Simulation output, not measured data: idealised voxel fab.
process module | voxel wiring stack
cross-section cut | 260 nm wide | cells 5 nm
A cross-section is a grid of square cells, given in bands from the top down. A band is one or more rows of cells.
Each band's line starts with the height of the band's top and of its bottom, in nm. Then come its materials from left to right, each with its width in nm. One material with "throughout" fills the band from edge to edge. "air" is empty space.
Height 0 is the level under which the wafer as received is all one material. The lowest band goes on downwards, as in "0 down".
A width such as "30 to 40" changes by the same amount from each row of cells to the next, from the band's top row to its bottom row.
"no change" after a step means that no cell of the cross-section changed.
closed voids: empty space of 8 cells or more with no open way to the top, each as width x height at its distance from the left edge, in nm
after a step's settings: what the simulator itself notes on the step
overlay nm, on a step with a mask: how far to the right of its planned place the mask lay; to the left if negative
plan
1 op RECEIVE | material Si
2 op CONFORMAL_DEP | material SiO2 | thk nm 15
3 op CONFORMAL_DEP | material SiCN | thk nm 5
4 op DIRECTIONAL_DEP | material lowk | thk nm 15
5 op DIRECTIONAL_DEP | material aC | thk nm 10
6 op PATTERN | tone open | mask id METAL_1 | material resist | width nm 20 | pitch nm 40 | thk nm 25 | overlay nm 0
7 op DIRECTIONAL_ETCH | etch materials aC | depth nm 10
8 op STRIP | etch materials resist
9 op DIRECTIONAL_ETCH | etch materials lowk | depth nm 15
10 op DIRECTIONAL_ETCH | etch materials SiCN | depth nm 5
11 op STRIP | etch materials aC
12 op CONFORMAL_DEP | material TiN | thk nm 5
13 op FILL_DEP | material Cu | thk nm 5
14 op CMP | height nm 35
15 op EPI | material Ru | thk nm 5
16 op FILL_DEP | material SiCN | thk nm 5
17 op DIRECTIONAL_DEP | material SiO2 | thk nm 15
18 op DIRECTIONAL_DEP | material aC | thk nm 15
19 op PATTERN | tone open | mask id PLUG_1 | material resist | width nm 15 | pitch nm 40 | thk nm 30 | overlay nm 0
20 op DIRECTIONAL_ETCH | etch materials aC | depth nm 15
21 op STRIP | etch materials resist
22 op DIRECTIONAL_ETCH | etch materials SiO2 | depth nm 15
23 op DIRECTIONAL_ETCH | etch materials SiCN | depth nm 5
24 op STRIP | etch materials aC
25 op EPI | material Ru | thk nm 10
26 op EPI | material Ru | thk nm 10
27 op CONFORMAL_DEP | material SiCN | thk nm 5
28 op DIRECTIONAL_DEP | material lowk | thk nm 20
29 op PATTERN | tone open | mask id METAL_2 | material resist | width nm 20 | pitch nm 40 | thk nm 15 | overlay nm 0
30 op DIRECTIONAL_ETCH | etch materials lowk | depth nm 20
31 op DIRECTIONAL_ETCH | etch materials SiCN | depth nm 5
32 op STRIP | etch materials resist
33 op CONFORMAL_DEP | material TiN | thk nm 5
34 op FILL_DEP | material W | thk nm 5
35 op CMP | height nm 85
36 op CONFORMAL_DEP | material SiCN | thk nm 5
37 op DIRECTIONAL_DEP | material lowk | thk nm 30
38 op MASKED_ETCH | tone open | mask id METAL_3 | width nm 20 | pitch nm 40 | etch materials lowk | depth nm 15 | overlay nm 0
39 op MASKED_ETCH | tone open | mask id METAL_3_HOLES | width nm 15 | pitch nm 40 | etch materials lowk | depth nm 15 | overlay nm 0
40 op MASKED_ETCH | tone open | mask id METAL_3_HOLES | width nm 15 | pitch nm 40 | etch materials SiCN | depth nm 5 | overlay nm 0
41 op CONFORMAL_DEP | material TiN | thk nm 5
42 op FILL_DEP | material Cu | thk nm 5
43 op CMP | height nm 120
44 op CONFORMAL_DEP | material SiCN | thk nm 5
45 op DIRECTIONAL_DEP | material SiO2 | thk nm 20
46 op MASKED_ETCH | tone open | mask id PLUG_3 | width nm 15 | pitch nm 40 | etch materials SiO2 | depth nm 20 | overlay nm 0
47 op MASKED_ETCH | tone open | mask id PLUG_3 | width nm 15 | pitch nm 40 | etch materials SiCN | depth nm 5 | overlay nm 0
48 op EPI | material Ru | thk nm 10
49 op EPI | material Ru | thk nm 10
50 op EPI | material Ru | thk nm 5
51 op DIRECTIONAL_DEP | material TiN | thk nm 5
52 op DIRECTIONAL_DEP | material W | thk nm 25
53 op MASKED_ETCH | tone cover | mask id METAL_4 | width nm 20 | pitch nm 40 | etch materials W | depth nm 25 | overlay nm 0
54 op MASKED_ETCH | tone cover | mask id METAL_4 | width nm 20 | pitch nm 40 | etch materials TiN | depth nm 5 | overlay nm 0
55 op CONFORMAL_DEP | material SiCN | thk nm 5
56 op FILL_DEP | material SiO2 | thk nm 5
57 op CMP | height nm 175
58 op CONFORMAL_DEP | material SiCN | thk nm 5
as received, after step 1
  0 down: Si throughout
  closed voids: none
first wafer at the end, as planned
  180 to 175: SiCN throughout
  175 to 150: SiO2 75 | SiCN 5 | W 20 | SiCN 5 | SiO2 10 | SiCN 5 | W 20 | SiCN 5 | SiO2 10 | SiCN 5 | W 20 | SiCN 5 | SiO2 75
  150 to 145: SiCN 80 | TiN 20 | SiCN 20 | TiN 20 | SiCN 20 | TiN 20 | SiCN 80
  145 to 125: SiO2 80 | Ru 15 | SiO2 25 | Ru 15 | SiO2 25 | Ru 15 | SiO2 85
  125 to 120: SiCN 80 | Ru 15 | SiCN 25 | Ru 15 | SiCN 25 | Ru 15 | SiCN 85
  120 to 110: lowk 80 | TiN 5 | Cu 10 | TiN 5 | lowk 20 | TiN 5 | Cu 10 | TiN 5 | lowk 20 | TiN 5 | Cu 10 | TiN 5 | lowk 80
  110 to 105: lowk 80 | TiN 5 | Cu 5 | TiN 10 | lowk 20 | TiN 5 | Cu 5 | TiN 10 | lowk 20 | TiN 5 | Cu 5 | TiN 10 | lowk 80
  105 to 90: lowk 80 | TiN 5 | Cu 5 | TiN 5 | lowk 25 | TiN 5 | Cu 5 | TiN 5 | lowk 25 | TiN 5 | Cu 5 | TiN 5 | lowk 85
  90 to 85: SiCN 80 | TiN 15 | SiCN 25 | TiN 15 | SiCN 25 | TiN 15 | SiCN 85
  85 to 65: lowk 80 | TiN 5 | W 10 | TiN 5 | lowk 20 | TiN 5 | W 10 | TiN 5 | lowk 20 | TiN 5 | W 10 | TiN 5 | lowk 80
  65 to 60: SiCN 80 | TiN 20 | SiCN 20 | TiN 20 | SiCN 20 | TiN 20 | SiCN 80
  60 to 45: SiO2 80 | Ru 15 | SiO2 25 | Ru 15 | SiO2 25 | Ru 15 | SiO2 85
  45 to 35: SiCN 80 to 75 | Ru 15 to 30 | SiCN 25 to 10 | Ru 15 to 30 | SiCN 25 to 10 | Ru 15 to 30 | SiCN 85 to 75
  35 to 20: lowk 80 | TiN 5 | Cu 10 | TiN 5 | lowk 20 | TiN 5 | Cu 10 | TiN 5 | lowk 20 | TiN 5 | Cu 10 | TiN 5 | lowk 80
  20 to 15: SiCN 80 | TiN 20 | SiCN 20 | TiN 20 | SiCN 20 | TiN 20 | SiCN 80
  15 to 0: SiO2 throughout
  0 down: Si throughout
  closed voids: none
second wafer at the end: like start, like plan, one mistake
  180 to 175: SiCN throughout
  175 to 150: SiO2 75 | SiCN 5 | W 20 | SiCN 5 | SiO2 10 | SiCN 5 | W 20 | SiCN 5 | SiO2 10 | SiCN 5 | W 20 | SiCN 5 | SiO2 75
  150 to 145: SiCN 80 | TiN 20 | SiCN 20 | TiN 20 | SiCN 20 | TiN 20 | SiCN 80
  145 to 125: SiO2 80 | Ru 15 | SiO2 25 | Ru 15 | SiO2 25 | Ru 15 | SiO2 85
  125 to 120: SiCN 80 | Ru 15 | SiCN 25 | Ru 15 | SiCN 25 | Ru 15 | SiCN 85
  120 to 110: lowk 80 | TiN 5 | Cu 10 | TiN 5 | lowk 20 | TiN 5 | Cu 10 | TiN 5 | lowk 20 | TiN 5 | Cu 10 | TiN 5 | lowk 80
  110 to 105: lowk 80 | TiN 5 | Cu 5 | TiN 10 | lowk 20 | TiN 5 | Cu 5 | TiN 10 | lowk 20 | TiN 5 | Cu 5 | TiN 10 | lowk 80
  105 to 90: lowk 80 | TiN 5 | Cu 5 | TiN 5 | lowk 25 | TiN 5 | Cu 5 | TiN 5 | lowk 25 | TiN 5 | Cu 5 | TiN 5 | lowk 85
  90 to 85: SiCN 80 | TiN 15 | SiCN 25 | TiN 15 | SiCN 25 | TiN 15 | SiCN 85
  85 to 65: lowk 80 | TiN 5 | W 10 | TiN 5 | lowk 20 | TiN 5 | W 10 | TiN 5 | lowk 20 | TiN 5 | W 10 | TiN 5 | lowk 80
  65 to 60: SiCN 80 | TiN 20 | SiCN 20 | TiN 20 | SiCN 20 | TiN 20 | SiCN 80
  60 to 45: SiO2 80 | Ru 15 | SiO2 25 | Ru 15 | SiO2 25 | Ru 15 | SiO2 85
  45 to 35: SiCN 80 to 75 | Ru 15 to 30 | SiCN 25 to 10 | Ru 15 to 30 | SiCN 25 to 10 | Ru 15 to 30 | SiCN 85 to 75
  35 to 20: lowk 80 | TiN 5 | aC 10 | TiN 5 | lowk 20 | TiN 5 | aC 10 | TiN 5 | lowk 20 | TiN 5 | aC 10 | TiN 5 | lowk 80
  20 to 15: SiCN 80 | TiN 20 | SiCN 20 | TiN 20 | SiCN 20 | TiN 20 | SiCN 80
  15 to 0: SiO2 throughout
  0 down: Si throughout
  closed voids: none
what went wrong: step 13 ran as: op FILL_DEP | material aC | thk nm 5
at the end the second wafer has, in cells: 18 fewer of Cu | 18 more of aC
